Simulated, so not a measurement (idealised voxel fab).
The document below concerns the process module designated voxel wiring stack.
Square cell edge 5 nm, section width 285 nm, ID cut.
A cross-section is a grid of square cells, given in bands from the top down. A band is one or more rows of cells. Quick guide to a band line: top height, bottom height (nm) up front; then every material left to right with its width in nm. Only one material and it's marked "all across"? Then it fills the band edge to edge. And "empty" just means empty space. Heads up on the height convention: 0 is the point under which the incoming wafer is all one material, and the lowest band has no bottom, it just keeps going down, like "0 -> down". When a width is written as two numbers, as in "30 to 40", the first number is the width in the top row of cells of the band and the second is the width in its bottom row, and the width changes by the same amount from each row to the next. Basically "nothing different" means that step didn't change any cell in the cross-section. Under "Closed void list" you'll find the enclosed gaps, the ones with no way out to the top, that are 8 cells or bigger; each reads width x height at distance, with distance counted from the left edge, everything in nm. Past the settings on a step's line: simulator remark, on that step. overlay nm, on a step with a mask: how far to the right of its planned place the mask lay; to the left if negative.

Process steps (planned):
1: RECEIVE with material Si
2: CONFORMAL_DEP with material SiO2, thk nm 15
3: DIRECTIONAL_DEP with material TiN, thk nm 5
4: DIRECTIONAL_DEP with material Ru, thk nm 15
5: PATTERN with tone cover, mask id METAL_1, material resist, width nm 25, pitch nm 40, thk nm 20, overlay nm 0
6: DIRECTIONAL_ETCH with etch materials Ru, depth nm 15
7: DIRECTIONAL_ETCH with etch materials TiN, depth nm 5
8: STRIP with etch materials resist
9: CONFORMAL_DEP with material SiCN, thk nm 5
10: FILL_DEP with material SiO2, thk nm 10
11: CMP with height nm 35
12: CONFORMAL_DEP with material SiCN, thk nm 5
13: DIRECTIONAL_DEP with material SiO2, thk nm 25
14: PATTERN with tone open, mask id METAL_2_HOLES, material resist, width nm 15, pitch nm 40, thk nm 20, overlay nm 0
15: DIRECTIONAL_ETCH with etch materials SiO2, depth nm 25
16: STRIP with etch materials resist
17: DIRECTIONAL_DEP with material aC, thk nm 10
18: PATTERN with tone open, mask id METAL_2, material resist, width nm 25, pitch nm 40, thk nm 25, overlay nm 0
19: DIRECTIONAL_ETCH with etch materials aC, depth nm 10
20: STRIP with etch materials resist
21: DIRECTIONAL_ETCH with etch materials SiO2, depth nm 15
22: DIRECTIONAL_ETCH with etch materials SiCN, depth nm 5
23: STRIP with etch materials aC
24: CONFORMAL_DEP with material TiN, thk nm 5
25: FILL_DEP with material Ru, thk nm 10
26: CMP with height nm 65
27: CONFORMAL_DEP with material SiN, thk nm 5

Incoming wafer in cross-section (state: after step 1):
* 0 -> down | Si all across
* Closed void list: none

Cross-section, first of two wafers, end of module, run as planned:
* 70 -> 65 | SiN all across
* 65 -> 55 | 90 of SiO2 / 5 of TiN / 15 of Ru / 5 of TiN / 15 of SiO2 / 5 of TiN / 15 of Ru / 5 of TiN / 15 of SiO2 / 5 of TiN / 15 of Ru / 5 of TiN / 90 of SiO2
* 55 -> 50 | 90 of SiO2 / 5 of TiN / 5 of Ru / 15 of TiN / 15 of SiO2 / 5 of TiN / 5 of Ru / 15 of TiN / 15 of SiO2 / 5 of TiN / 5 of Ru / 15 of TiN / 90 of SiO2
* 50 -> 40 | 90 of SiO2 / 5 of TiN / 5 of Ru / 5 of TiN / 25 of SiO2 / 5 of TiN / 5 of Ru / 5 of TiN / 25 of SiO2 / 5 of TiN / 5 of Ru / 5 of TiN / 100 of SiO2
* 40 -> 35 | 90 of SiCN / 15 of TiN / 25 of SiCN / 15 of TiN / 25 of SiCN / 15 of TiN / 100 of SiCN
* 35 -> 20 | 85 of SiO2 / 5 of SiCN / 25 of Ru / 5 of SiCN / 5 of SiO2 / 5 of SiCN / 25 of Ru / 5 of SiCN / 5 of SiO2 / 5 of SiCN / 25 of Ru / 5 of SiCN / 85 of SiO2
* 20 -> 15 | 90 of SiCN / 25 of TiN / 15 of SiCN / 25 of TiN / 15 of SiCN / 25 of TiN / 90 of SiCN
* 15 -> 0 | SiO2 all across
* 0 -> down | Si all across
* Closed void list: none

Here's the second of our two wafers sectioned at module end. Same start as the first, same plan, but one mistake got made running it:
* 70 -> 65 | SiN all across
* 65 -> 55 | 90 of SiO2 / 5 of TiN / 15 of Ru / 5 of TiN / 15 of SiO2 / 5 of TiN / 15 of Ru / 5 of TiN / 15 of SiO2 / 5 of TiN / 15 of Ru / 5 of TiN / 90 of SiO2
* 55 -> 50 | 90 of SiO2 / 5 of TiN / 5 of Ru / 15 of TiN / 15 of SiO2 / 5 of TiN / 5 of Ru / 15 of TiN / 15 of SiO2 / 5 of TiN / 5 of Ru / 15 of TiN / 90 of SiO2
* 50 -> 40 | 90 of SiO2 / 5 of TiN / 5 of Ru / 5 of TiN / 25 of SiO2 / 5 of TiN / 5 of Ru / 5 of TiN / 25 of SiO2 / 5 of TiN / 5 of Ru / 5 of TiN / 100 of SiO2
* 40 -> 30 | 90 of SiCN / 15 to 25 of TiN / 25 to 15 of SiCN / 15 to 25 of TiN / 25 to 15 of SiCN / 15 to 25 of TiN / 100 to 90 of SiCN
* 30 -> 15 | Ru all across
* 15 -> 0 | SiO2 all across
* 0 -> down | Si all across
* Closed void list: none
Deviation noted in wafer processing: so 3 and 4 got swapped relative to the plan, each ran where the other was supposed to
In the final state, the cell counts of the second wafer exceed or fall short of those of the first for the following materials: +126 Ru, -18 SiCN, -108 SiO2
